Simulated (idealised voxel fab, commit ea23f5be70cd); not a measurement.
process module | voxel self aligned vias
cross-section cut | 270 nm wide | cells 5 nm
A cross-section is a grid of square cells, given in bands from the top down. A band is one or more rows of cells.
Each band's line starts with the height of the band's top and of its bottom, in nm. Then come its materials from left to right, each with its width in nm. One material with "throughout" fills the band from edge to edge. "air" is empty space.
Height 0 is the level under which the wafer as received is all one material. The lowest band goes on downwards, as in "0 down".
A width such as "30 to 40" changes by the same amount from each row of cells to the next, from the band's top row to its bottom row.
"no change" after a step means that no cell of the cross-section changed.
closed voids: empty space of 8 cells or more with no open way to the top, each as width x height at its distance from the left edge, in nm
after a step's settings: what the simulator itself notes on the step
overlay nm, on a step with a mask: how far to the right of its planned place the mask lay; to the left if negative
plan
1 op RECEIVE | material Si
2 op CONFORMAL_DEP | material SiO2 | thk nm 15
3 op CONFORMAL_DEP | material SiCN | thk nm 5
4 op DIRECTIONAL_DEP | material lowk | thk nm 30
5 op MASKED_ETCH | tone open | mask id LINES | width nm 25 | pitch nm 75 | etch materials lowk | depth nm 30 | overlay nm 0
6 op CONFORMAL_DEP | material TiN | thk nm 5
7 op FILL_DEP | material W | thk nm 10
8 op CMP | height nm 50
9 op SELECTIVE_ETCH | etch materials W Ru TiN | depth nm 5
10 op FILL_DEP | material SiN | thk nm 5
11 op CMP | height nm 50
12 op DIRECTIONAL_DEP | material lowk | thk nm 15
13 op MASKED_ETCH | tone open | mask id VIAS | width nm 45 | pitch nm 75 | etch materials lowk | depth nm 15 | overlay nm 0
14 op MASKED_ETCH | tone open | mask id VIAS | width nm 45 | pitch nm 75 | etch materials SiN | depth nm 5 | overlay nm 0
15 op CONFORMAL_DEP | material TiN | thk nm 5
16 op FILL_DEP | material Cu | thk nm 10
17 op CMP | height nm 65
18 op CONFORMAL_DEP | material SiN | thk nm 5
as received, after step 1
  0 down: Si throughout
  closed voids: none
a wafer at the end: this start, this plan, one mistake
  70 to 65: SiN throughout
  65 to 55: lowk 40 | TiN 5 | Cu 25 | TiN 5 | lowk 40 | TiN 5 | Cu 25 | TiN 5 | lowk 40 | TiN 5 | Cu 25 | TiN 5 | lowk 45
  55 to 50: lowk 40 | TiN 10 | Cu 15 | TiN 10 | lowk 40 | TiN 10 | Cu 15 | TiN 10 | lowk 40 | TiN 10 | Cu 15 | TiN 10 | lowk 45
  50 to 45: lowk 45 | TiN 25 | lowk 50 | TiN 25 | lowk 50 | TiN 25 | lowk 50
  45 to 25: lowk 45 | TiN 5 | W 15 | TiN 5 | lowk 50 | TiN 5 | W 15 | TiN 5 | lowk 50 | TiN 5 | W 15 | TiN 5 | lowk 50
  25 to 20: lowk 45 | TiN 25 | lowk 50 | TiN 25 | lowk 50 | TiN 25 | lowk 50
  20 to 15: SiCN throughout
  15 to 0: SiO2 throughout
  0 down: Si throughout
  closed voids: none
what went wrong: step 13 ran as: op MASKED_ETCH | tone open | mask id VIAS | width nm 35 | pitch nm 75 | etch materials lowk | depth nm 15 | overlay nm 0
